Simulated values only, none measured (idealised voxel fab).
The document below concerns the process module designated voxel released beams.
For reference, the cross-section in this document is cut, with width 280 nm and square cells of 5 nm.
Notation: cross-section as square-cell grid; stated in bands, top first, going down; one or more cell rows per band. Heights first: top, then bottom, in nm. Then materials, left to right, each with a width in nm. "full width" on a single material: fills the band edge to edge. "blank": empty space. Height is counted from the level 0, under which the received wafer is composed throughout of one material. The lowest of the bands is not closed at the bottom but continues downward, in the notation "0..down". The expression "30..40" gives the width at the extremes of the band, the first number at its top row of cells and the second at its bottom row, with the width changing by equal amounts from each row to the next in between. Take "no change" at face value: in the step it is given for, the cross-section changed in none of its cells. Cavities, sealed: empty space of 8 cells or more with no open way to the top, each as width x height at its distance from the left edge, in nm. The remark found on a step's line after its settings is issued by the simulator itself and pertains to that step. For masked steps, "overlay nm" on the step line gives how far right of plan the mask actually lay; a minus sign means it lay to the left.

### These are the steps we planned for the process
1: RECEIVE with material Si
2: CONFORMAL_DEP with material SiN, thk nm 10
3: DIRECTIONAL_DEP with material SiO2, thk nm 15
4: DIRECTIONAL_DEP with material aC, thk nm 10
5: PATTERN with tone open, mask id ANCHOR, material resist, width nm 35, thk nm 30, overlay nm 0
6: DIRECTIONAL_ETCH with etch materials aC, depth nm 10
7: STRIP with etch materials resist
8: DIRECTIONAL_ETCH with etch materials SiO2, depth nm 15
9: STRIP with etch materials aC
10: CONFORMAL_DEP with material W, thk nm 10
11: MASKED_ETCH with tone cover, mask id BEAM, width nm 110, etch materials W, depth nm 10, overlay nm 0
12: STRIP with etch materials SiO2
Where the wafers of this document differ is in the width nm of step 11; they start out the same, and the plan states the value that applied to the first wafer.

### Step 1 complete: as-received cross-section of the first of several wafers
> 0..down: Si full width
> Cavities, sealed: none

### Post step 12, the closing step of the module: first of several wafers, cross-sectioned
> 35..25: blank (80), W (10), blank (15), W (85), blank (90)
> 25..20: blank (80), W (10), blank (15), W (10), blank (165)
> 20..10: blank (80), W (35), blank (165)
> 10..0: SiN full width
> 0..down: Si full width
> Cavities, sealed: none

### Of the several wafers, the last: cross-section at the end of the module
> 35..25: blank (70), W (20), blank (15), W (100), blank (75)
> 25..20: blank (80), W (10), blank (15), W (10), blank (165)
> 20..10: blank (80), W (35), blank (165)
> 10..0: SiN full width
> 0..down: Si full width
> Cavities, sealed: none

### Per-wafer rows below. For each material: cells gained (+) or lost (-) since the wafer was received, as of end of module. Then: closed voids
width nm 110; +112 SiN; +56 W; Cavities, sealed: none
width nm 115; +112 SiN; +58 W; Cavities, sealed: none
width nm 120; +112 SiN; +60 W; Cavities, sealed: none
width nm 125; +112 SiN; +62 W; Cavities, sealed: none
width nm 130; +112 SiN; +64 W; Cavities, sealed: none
width nm 135; +112 SiN; +66 W; Cavities, sealed: none
